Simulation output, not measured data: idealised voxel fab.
process module | voxel self aligned contacts
cross-section cut | 235 nm wide | cells 5 nm
A cross-section is a grid of square cells, given in bands from the top down. A band is one or more rows of cells.
Each band's line starts with the height of the band's top and of its bottom, in nm. Then come its materials from left to right, each with its width in nm. One material with "throughout" fills the band from edge to edge. "air" is empty space.
Height 0 is the level under which the wafer as received is all one material. The lowest band goes on downwards, as in "0 down".
A width such as "30 to 40" changes by the same amount from each row of cells to the next, from the band's top row to its bottom row.
"no change" after a step means that no cell of the cross-section changed.
closed voids: empty space of 8 cells or more with no open way to the top, each as width x height at its distance from the left edge, in nm
after a step's settings: what the simulator itself notes on the step
overlay nm, on a step with a mask: how far to the right of its planned place the mask lay; to the left if negative
plan
1 op RECEIVE | material Si
2 op OXIDIZE | depth nm 5
3 op DIRECTIONAL_DEP | material polySi | thk nm 25
4 op DIRECTIONAL_DEP | material SiN | thk nm 15
5 op PATTERN | tone cover | mask id GATE | material resist | width nm 25 | pitch nm 60 | thk nm 15 | overlay nm 0
6 op DIRECTIONAL_ETCH | etch materials SiN | depth nm 15
7 op DIRECTIONAL_ETCH | etch materials polySi | depth nm 25
8 op STRIP | etch materials resist
9 op CONFORMAL_DEP | material SiN | thk nm 5
10 op DIRECTIONAL_ETCH | etch materials SiN | depth nm 5
11 op FILL_DEP | material SiO2 | thk nm 15
12 op CMP | height nm 45
13 op PATTERN | tone open | mask id CONTACT | material resist | width nm 45 | pitch nm 60 | thk nm 15 | overlay nm 0
14 op DIRECTIONAL_ETCH | etch materials SiO2 | depth nm 50
15 op STRIP | etch materials resist
16 op CONFORMAL_DEP | material TiN | thk nm 5
17 op FILL_DEP | material W | thk nm 5
18 op CMP | height nm 45
19 op CONFORMAL_DEP | material SiN | thk nm 5
first wafer, as planned
as received, after step 1
  0 down: Si throughout
  closed voids: none
after step 2
  0 to -5: SiO2 throughout
  below -5: unchanged
after step 3
  25 to 0: polySi throughout
  below 0: unchanged
after step 4
  40 to 25: SiN throughout
  below 25: unchanged
after step 5
  55 to 40: air 45 | resist 25 | air 35 | resist 25 | air 35 | resist 25 | air 45
  below 40: unchanged
after step 6
  55 to 40: air 45 | resist 25 | air 35 | resist 25 | air 35 | resist 25 | air 45
  40 to 25: air 45 | SiN 25 | air 35 | SiN 25 | air 35 | SiN 25 | air 45
  below 25: unchanged
after step 7
  55 to 40: air 45 | resist 25 | air 35 | resist 25 | air 35 | resist 25 | air 45
  40 to 25: air 45 | SiN 25 | air 35 | SiN 25 | air 35 | SiN 25 | air 45
  25 to 0: air 45 | polySi 25 | air 35 | polySi 25 | air 35 | polySi 25 | air 45
  below 0: unchanged
after step 8
  40 to 25: air 45 | SiN 25 | air 35 | SiN 25 | air 35 | SiN 25 | air 45
  below 25: unchanged
after step 9
  45 to 25: air 40 | SiN 35 | air 25 | SiN 35 | air 25 | SiN 35 | air 40
  25 to 5: air 40 | SiN 5 | polySi 25 | SiN 5 | air 25 | SiN 5 | polySi 25 | SiN 5 | air 25 | SiN 5 | polySi 25 | SiN 5 | air 40
  5 to 0: SiN 45 | polySi 25 | SiN 35 | polySi 25 | SiN 35 | polySi 25 | SiN 45
  below 0: unchanged
after step 10
  40 to 25: air 40 | SiN 35 | air 25 | SiN 35 | air 25 | SiN 35 | air 40
  25 to 0: air 40 | SiN 5 | polySi 25 | SiN 5 | air 25 | SiN 5 | polySi 25 | SiN 5 | air 25 | SiN 5 | polySi 25 | SiN 5 | air 40
  below 0: unchanged
after step 11
  55 to 40: SiO2 throughout
  40 to 25: SiO2 40 | SiN 35 | SiO2 25 | SiN 35 | SiO2 25 | SiN 35 | SiO2 40
  25 to 0: SiO2 40 | SiN 5 | polySi 25 | SiN 5 | SiO2 25 | SiN 5 | polySi 25 | SiN 5 | SiO2 25 | SiN 5 | polySi 25 | SiN 5 | SiO2 40
  below 0: unchanged
after step 12
  45 to 40: SiO2 throughout
  below 40: unchanged
after step 13
  60 to 45: resist 65 | air 45 | resist 15 | air 45 | resist 65
  below 45: unchanged
after step 14
  60 to 45: resist 65 | air 45 | resist 15 | air 45 | resist 65
  45 to 40: SiO2 65 | air 45 | SiO2 15 | air 45 | SiO2 65
  40 to 25: SiO2 40 | SiN 35 | air 25 | SiN 35 | air 25 | SiN 35 | SiO2 40
  25 to 0: SiO2 40 | SiN 5 | polySi 25 | SiN 5 | air 25 | SiN 5 | polySi 25 | SiN 5 | air 25 | SiN 5 | polySi 25 | SiN 5 | SiO2 40
  0 to -5: SiO2 75 | air 25 | SiO2 35 | air 25 | SiO2 75
  below -5: unchanged
after step 15
  45 to 40: SiO2 65 | air 45 | SiO2 15 | air 45 | SiO2 65
  below 40: unchanged
after step 16
  50 to 45: TiN 70 | air 35 | TiN 25 | air 35 | TiN 70
  45 to 40: SiO2 65 | TiN 15 | air 15 | TiN 15 | SiO2 15 | TiN 15 | air 15 | TiN 15 | SiO2 65
  40 to 25: SiO2 40 | SiN 35 | TiN 5 | air 15 | TiN 5 | SiN 35 | TiN 5 | air 15 | TiN 5 | SiN 35 | SiO2 40
  25 to 0: SiO2 40 | SiN 5 | polySi 25 | SiN 5 | TiN 5 | air 15 | TiN 5 | SiN 5 | polySi 25 | SiN 5 | TiN 5 | air 15 | TiN 5 | SiN 5 | polySi 25 | SiN 5 | SiO2 40
  0 to -5: SiO2 75 | TiN 25 | SiO2 35 | TiN 25 | SiO2 75
  below -5: unchanged
after step 17
  55 to 50: W throughout
  50 to 45: TiN 70 | W 35 | TiN 25 | W 35 | TiN 70
  45 to 40: SiO2 65 | TiN 15 | W 15 | TiN 15 | SiO2 15 | TiN 15 | W 15 | TiN 15 | SiO2 65
  40 to 25: SiO2 40 | SiN 35 | TiN 5 | W 15 | TiN 5 | SiN 35 | TiN 5 | W 15 | TiN 5 | SiN 35 | SiO2 40
  25 to 0: SiO2 40 | SiN 5 | polySi 25 | SiN 5 | TiN 5 | W 15 | TiN 5 | SiN 5 | polySi 25 | SiN 5 | TiN 5 | W 15 | TiN 5 | SiN 5 | polySi 25 | SiN 5 | SiO2 40
  below 0: unchanged
after step 18
  45 to 40: SiO2 65 | TiN 15 | W 15 | TiN 15 | SiO2 15 | TiN 15 | W 15 | TiN 15 | SiO2 65
  below 40: unchanged
after step 19
  50 to 45: SiN throughout
  below 45: unchanged
second wafer: like start, like plan, one mistake. Through step 4 it matches the first wafer
when step 5 should have ended
  55 to 40: air 40 | resist 25 | air 35 | resist 25 | air 35 | resist 25 | air 50
  below 40: unchanged
when step 6 should have ended
  55 to 40: air 40 | resist 25 | air 35 | resist 25 | air 35 | resist 25 | air 50
  40 to 25: air 40 | SiN 25 | air 35 | SiN 25 | air 35 | SiN 25 | air 50
  below 25: unchanged
when step 7 should have ended
  55 to 40: air 40 | resist 25 | air 35 | resist 25 | air 35 | resist 25 | air 50
  40 to 25: air 40 | SiN 25 | air 35 | SiN 25 | air 35 | SiN 25 | air 50
  25 to 0: air 40 | polySi 25 | air 35 | polySi 25 | air 35 | polySi 25 | air 50
  below 0: unchanged
when step 8 should have ended
  40 to 25: air 40 | SiN 25 | air 35 | SiN 25 | air 35 | SiN 25 | air 50
  below 25: unchanged
when step 9 should have ended
  45 to 25: air 35 | SiN 35 | air 25 | SiN 35 | air 25 | SiN 35 | air 45
  25 to 5: air 35 | SiN 5 | polySi 25 | SiN 5 | air 25 | SiN 5 | polySi 25 | SiN 5 | air 25 | SiN 5 | polySi 25 | SiN 5 | air 45
  5 to 0: SiN 40 | polySi 25 | SiN 35 | polySi 25 | SiN 35 | polySi 25 | SiN 50
  below 0: unchanged
when step 10 should have ended
  40 to 25: air 35 | SiN 35 | air 25 | SiN 35 | air 25 | SiN 35 | air 45
  25 to 0: air 35 | SiN 5 | polySi 25 | SiN 5 | air 25 | SiN 5 | polySi 25 | SiN 5 | air 25 | SiN 5 | polySi 25 | SiN 5 | air 45
  below 0: unchanged
when step 11 should have ended
  55 to 40: SiO2 throughout
  40 to 25: SiO2 35 | SiN 35 | SiO2 25 | SiN 35 | SiO2 25 | SiN 35 | SiO2 45
  25 to 0: SiO2 35 | SiN 5 | polySi 25 | SiN 5 | SiO2 25 | SiN 5 | polySi 25 | SiN 5 | SiO2 25 | SiN 5 | polySi 25 | SiN 5 | SiO2 45
  below 0: unchanged
when step 12 should have ended
  45 to 40: SiO2 throughout
  below 40: unchanged
when step 13 should have ended
  60 to 45: resist 65 | air 45 | resist 15 | air 45 | resist 65
  below 45: unchanged
when step 14 should have ended
  60 to 45: resist 65 | air 45 | resist 15 | air 45 | resist 65
  45 to 40: SiO2 65 | air 45 | SiO2 15 | air 45 | SiO2 65
  40 to 25: SiO2 35 | SiN 35 | air 25 | SiN 35 | air 25 | SiN 35 | SiO2 45
  25 to 0: SiO2 35 | SiN 5 | polySi 25 | SiN 5 | air 25 | SiN 5 | polySi 25 | SiN 5 | air 25 | SiN 5 | polySi 25 | SiN 5 | SiO2 45
  0 to -5: SiO2 70 | air 25 | SiO2 35 | air 25 | SiO2 80
  below -5: unchanged
when step 15 should have ended
  45 to 40: SiO2 65 | air 45 | SiO2 15 | air 45 | SiO2 65
  below 40: unchanged
when step 16 should have ended
  50 to 45: TiN 70 | air 35 | TiN 25 | air 35 | TiN 70
  45 to 40: SiO2 65 | TiN 10 | air 15 | TiN 20 | SiO2 15 | TiN 10 | air 15 | TiN 20 | SiO2 65
  40 to 25: SiO2 35 | SiN 35 | TiN 5 | air 15 | TiN 5 | SiN 35 | TiN 5 | air 15 | TiN 5 | SiN 35 | SiO2 45
  25 to 0: SiO2 35 | SiN 5 | polySi 25 | SiN 5 | TiN 5 | air 15 | TiN 5 | SiN 5 | polySi 25 | SiN 5 | TiN 5 | air 15 | TiN 5 | SiN 5 | polySi 25 | SiN 5 | SiO2 45
  0 to -5: SiO2 70 | TiN 25 | SiO2 35 | TiN 25 | SiO2 80
  below -5: unchanged
when step 17 should have ended
  55 to 50: W throughout
  50 to 45: TiN 70 | W 35 | TiN 25 | W 35 | TiN 70
  45 to 40: SiO2 65 | TiN 10 | W 15 | TiN 20 | SiO2 15 | TiN 10 | W 15 | TiN 20 | SiO2 65
  40 to 25: SiO2 35 | SiN 35 | TiN 5 | W 15 | TiN 5 | SiN 35 | TiN 5 | W 15 | TiN 5 | SiN 35 | SiO2 45
  25 to 0: SiO2 35 | SiN 5 | polySi 25 | SiN 5 | TiN 5 | W 15 | TiN 5 | SiN 5 | polySi 25 | SiN 5 | TiN 5 | W 15 | TiN 5 | SiN 5 | polySi 25 | SiN 5 | SiO2 45
  below 0: unchanged
when step 18 should have ended
  45 to 40: SiO2 65 | TiN 10 | W 15 | TiN 20 | SiO2 15 | TiN 10 | W 15 | TiN 20 | SiO2 65
  below 40: unchanged
when step 19 should have ended
  50 to 45: SiN throughout
  below 45: unchanged
what went wrong: step 5 ran as: op PATTERN | tone cover | mask id GATE | material resist | width nm 25 | pitch nm 60 | thk nm 15 | overlay nm -5
at the end the second wafer has, in cells: as many of each material as the first, in other places
